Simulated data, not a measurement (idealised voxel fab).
Name of the process module below: voxel wiring stack
In the cross-section labelled cut, the width is 265 nm and each square cell is 5 nm.
If you're reading a cross-section in this doc, picture square cells in a grid; it comes to you as bands, top ones listed first down to the bottom, and a band can be one or more rows of cells. In this notation a band is specified by the heights of its top and bottom, in that order and in nm, after which its materials appear from left to right, each paired with its width in nm. The word "edge to edge" attached to a single material means that material fills the band from edge to edge; the word "empty" stands for empty space. For the purposes of this specification, 0 denotes the height below which the wafer in its as-received condition is composed wholly of one material, and the lowermost band, lacking a lower limit, extends downward without end, as expressed in "top 0, no bottom". With a width like "30->40", each row of cells in the band differs from the next by the same amount, the top row carrying the first number and the bottom row the second. What does "nothing changed" mean for a step? It means no cell of the cross-section changed in that step. "Closed void inventory" lists enclosed empty spaces (at least 8 cells, no open path upward to the top), each as width x height at distance from the left edge, in nm. Note: text after step settings on the step line = simulator remark on that step. overlay nm: step with mask; distance mask lay right of planned place; negative value = left of planned place.

The following list gives the planned process steps:
1,RECEIVE,material Si
2,CONFORMAL_DEP,material SiO2,thk nm 10
3,CONFORMAL_DEP,material SiN,thk nm 5
4,DIRECTIONAL_DEP,material lowk,thk nm 15
5,PATTERN,tone open,mask id METAL_1,material resist,width nm 30,pitch nm 60,thk nm 20,overlay nm 0
6,DIRECTIONAL_ETCH,etch materials lowk,depth nm 15
7,DIRECTIONAL_ETCH,etch materials SiN,depth nm 5
8,STRIP,etch materials resist
9,CONFORMAL_DEP,material TiN,thk nm 5
10,FILL_DEP,material Cu,thk nm 10
11,CMP,height nm 30
12,CONFORMAL_DEP,material SiCN,thk nm 5
13,DIRECTIONAL_DEP,material lowk,thk nm 25
14,DIRECTIONAL_DEP,material aC,thk nm 10
15,PATTERN,tone open,mask id METAL_2,material resist,width nm 30,pitch nm 60,thk nm 30,overlay nm 0
16,DIRECTIONAL_ETCH,etch materials aC,depth nm 10
17,STRIP,etch materials resist
18,DIRECTIONAL_ETCH,etch materials lowk,depth nm 15
19,STRIP,etch materials aC
20,DIRECTIONAL_DEP,material aC,thk nm 10
21,PATTERN,tone open,mask id METAL_2_HOLES,material resist,width nm 15,thk nm 30,overlay nm 0
22,DIRECTIONAL_ETCH,etch materials aC,depth nm 10
23,STRIP,etch materials resist
24,DIRECTIONAL_ETCH,etch materials lowk,depth nm 10
25,DIRECTIONAL_ETCH,etch materials SiCN,depth nm 5
26,STRIP,etch materials aC
27,CONFORMAL_DEP,material TiN,thk nm 5
28,FILL_DEP,material Cu,thk nm 5
29,CMP,height nm 60
30,CONFORMAL_DEP,material SiN,thk nm 5

Received-state cross-section, reflecting completion of step 1:
    top 0, no bottom = Si edge to edge
    Closed void inventory: none

The following cross-section depicts the wafer upon conclusion of the module. Processing commenced from the starting condition illustrated above and adhered to the plan illustrated above, save for one mistake in execution:
    top 75, bottom 60 = SiN edge to edge
    top 60, bottom 50 = lowk=85, then TiN=5, then Cu=20, then TiN=5, then lowk=30, then TiN=5, then Cu=20, then TiN=5, then lowk=90
    top 50, bottom 45 = lowk=85, then TiN=5, then Cu=5, then TiN=20, then lowk=30, then TiN=30, then lowk=90
    top 45, bottom 35 = lowk=85, then TiN=5, then Cu=5, then TiN=5, then lowk=165
    top 35, bottom 30 = SiCN=85, then TiN=15, then SiCN=165
    top 30, bottom 15 = lowk=85, then TiN=5, then Cu=20, then TiN=5, then lowk=30, then TiN=5, then Cu=20, then TiN=5, then lowk=90
    top 15, bottom 10 = SiN=85, then TiN=30, then SiN=30, then TiN=30, then SiN=90
    top 10, bottom 0 = SiO2 edge to edge
    top 0, no bottom = Si edge to edge
    Closed void inventory: none
what went wrong: step 30 ran with different settings than intended, the actual operation and settings being CONFORMAL_DEP,material SiN,thk nm 15
